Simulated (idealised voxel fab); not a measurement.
process module | voxel transistor to metal
cross-section cut | 170 nm wide | cells 5 nm
A cross-section is a grid of square cells, given in bands from the top down. A band is one or more rows of cells.
Each band's line starts with the height of the band's top and of its bottom, in nm. Then come its materials from left to right, each with its width in nm. One material with "throughout" fills the band from edge to edge. "air" is empty space.
Height 0 is the level under which the wafer as received is all one material. The lowest band goes on downwards, as in "0 down".
A width such as "30 to 40" changes by the same amount from each row of cells to the next, from the band's top row to its bottom row.
"no change" after a step means that no cell of the cross-section changed.
closed voids: empty space of 8 cells or more with no open way to the top, each as width x height at its distance from the left edge, in nm
after a step's settings: what the simulator itself notes on the step
overlay nm, on a step with a mask: how far to the right of its planned place the mask lay; to the left if negative
plan
1 op RECEIVE | material Si
2 op CONFORMAL_DEP | material SiO2 | thk nm 5
3 op CONFORMAL_DEP | material SiN | thk nm 15
4 op DIRECTIONAL_DEP | material aC | thk nm 10
5 op PATTERN | tone cover | mask id ACTIVE | material resist | width nm 130 | thk nm 30 | overlay nm 0
6 op DIRECTIONAL_ETCH | etch materials aC | depth nm 10
7 op STRIP | etch materials resist
8 op DIRECTIONAL_ETCH | etch materials SiN | depth nm 15
9 op DIRECTIONAL_ETCH | etch materials SiO2 | depth nm 5
10 op DIRECTIONAL_ETCH | etch materials Si | depth nm 30
11 op STRIP | etch materials aC
12 op OXIDIZE | depth nm 5
13 op FILL_DEP | material SiO2 | thk nm 5
14 op CMP | height nm 20
15 op SELECTIVE_ETCH | etch materials SiO2 | depth nm 5
16 op STRIP | etch materials SiN
17 op SELECTIVE_ETCH | etch materials SiO2 | depth nm 5
18 op OXIDIZE | depth nm 5
19 op DIRECTIONAL_DEP | material polySi | thk nm 30
20 op DIRECTIONAL_DEP | material SiCN | thk nm 10
21 op MASKED_ETCH | tone cover | mask id GATE | width nm 30 | etch materials SiCN | depth nm 20 | overlay nm 0
22 op MASKED_ETCH | tone cover | mask id GATE | width nm 30 | etch materials polySi | depth nm 40 | overlay nm 0
23 op CONFORMAL_DEP | material SiO2 | thk nm 5
24 op DIRECTIONAL_ETCH | etch materials SiO2 | depth nm 5
25 op CONFORMAL_DEP | material SiN | thk nm 10
26 op DIRECTIONAL_ETCH | etch materials SiN | depth nm 10
27 op DIRECTIONAL_ETCH | etch materials SiO2 | depth nm 5
28 op EPI | material pSi | thk nm 5
29 op FILL_DEP | material SiO2 | thk nm 10
30 op CMP | height nm 30
31 op STRIP | etch materials polySi
32 op SELECTIVE_ETCH | etch materials SiO2 | depth nm 5
33 op CONFORMAL_DEP | material HfO2 | thk nm 5
34 op CONFORMAL_DEP | material TiN | thk nm 5
35 op FILL_DEP | material W | thk nm 10
36 op CMP | height nm 25
37 op DIRECTIONAL_DEP | material SiO2 | thk nm 15
38 op MASKED_ETCH | tone open | mask id CONTACT | width nm 20 | pitch nm 90 | etch materials SiO2 | depth nm 40 | overlay nm 0
39 op CONFORMAL_DEP | material TiN | thk nm 5
40 op FILL_DEP | material Ru | thk nm 5
41 op CMP | height nm 40
42 op CONFORMAL_DEP | material SiN | thk nm 5
43 op DIRECTIONAL_DEP | material lowk | thk nm 15
44 op PATTERN | tone open | mask id METAL_1 | material resist | width nm 20 | pitch nm 90 | thk nm 20 | overlay nm 0
45 op DIRECTIONAL_ETCH | etch materials lowk | depth nm 15
46 op DIRECTIONAL_ETCH | etch materials SiN | depth nm 5
47 op STRIP | etch materials resist
48 op CONFORMAL_DEP | material TiN | thk nm 5
49 op FILL_DEP | material Cu | thk nm 5
50 op CMP | height nm 60
51 op CONFORMAL_DEP | material SiCN | thk nm 5
52 op DIRECTIONAL_DEP | material SiO2 | thk nm 30
53 op PATTERN | tone open | mask id METAL_2 | material resist | width nm 20 | pitch nm 90 | thk nm 20 | overlay nm 0
54 op DIRECTIONAL_ETCH | etch materials SiO2 | depth nm 20
55 op STRIP | etch materials resist
56 op DIRECTIONAL_DEP | material aC | thk nm 10
57 op PATTERN | tone open | mask id METAL_2_HOLES | material resist | width nm 15 | pitch nm 90 | thk nm 30 | overlay nm 0
58 op DIRECTIONAL_ETCH | etch materials aC | depth nm 10
59 op STRIP | etch materials resist
60 op DIRECTIONAL_ETCH | etch materials SiO2 | depth nm 10
61 op DIRECTIONAL_ETCH | etch materials SiCN | depth nm 5
62 op STRIP | etch materials aC
63 op CONFORMAL_DEP | material TiN | thk nm 5
64 op FILL_DEP | material Cu | thk nm 10
65 op CMP | height nm 95
66 op CONFORMAL_DEP | material SiCN | thk nm 5
as received, after step 1
  0 down: Si throughout
  closed voids: none
a wafer at the end: this start, this plan, one mistake
  100 to 95: SiCN throughout
  95 to 85: Cu 40 to 25 | TiN 5 to 20 | SiO2 5 | TiN 5 | Cu 75 to 60 | TiN 5 to 20 | SiO2 5 | TiN 5 | Cu 25
  85 to 80: Cu 25 | TiN 5 | SiO2 20 | TiN 5 | Cu 60 | TiN 5 | SiO2 20 | TiN 5 | Cu 25
  80 to 75: TiN 30 | SiO2 20 | TiN 70 | SiO2 20 | TiN 30
  75 to 65: SiO2 throughout
  65 to 60: SiCN throughout
  60 to 45: lowk 30 | TiN 5 | Cu 10 | TiN 5 | lowk 70 | TiN 5 | Cu 10 | TiN 5 | lowk 30
  45 to 40: SiN 30 | TiN 20 | SiN 70 | TiN 20 | SiN 30
  40 to 25: SiO2 30 | TiN 5 | Ru 10 | TiN 5 | SiO2 70 | TiN 5 | Ru 10 | TiN 5 | SiO2 30
  25 to 10: SiO2 30 | TiN 5 | Ru 10 | TiN 5 | SiO2 5 | SiN 10 | HfO2 5 | TiN 5 | W 20 | TiN 5 | HfO2 5 | SiN 10 | SiO2 5 | TiN 5 | Ru 10 | TiN 5 | SiO2 30
  10 to 5: SiO2 20 | SiN 10 | TiN 5 | Ru 10 | TiN 5 | SiO2 5 | SiN 10 | HfO2 5 | TiN 5 | W 20 | TiN 5 | HfO2 5 | SiN 10 | SiO2 5 | TiN 5 | Ru 10 | TiN 5 | SiN 10 | SiO2 20
  5 to 0: SiO2 20 | SiN 10 | TiN 20 | SiO2 5 | SiN 10 | HfO2 5 | TiN 30 | HfO2 5 | SiN 10 | SiO2 5 | TiN 20 | SiN 10 | SiO2 20
  0 to -5: SiO2 30 | pSi 25 | SiO2 10 | HfO2 40 | SiO2 10 | pSi 25 | SiO2 30
  -5 to -35: SiO2 25 | Si 120 | SiO2 25
  -35 down: Si throughout
  closed voids: none
what went wrong: step 53 ran as: op PATTERN | tone cover | mask id METAL_2 | material resist | width nm 20 | pitch nm 90 | thk nm 20 | overlay nm 0
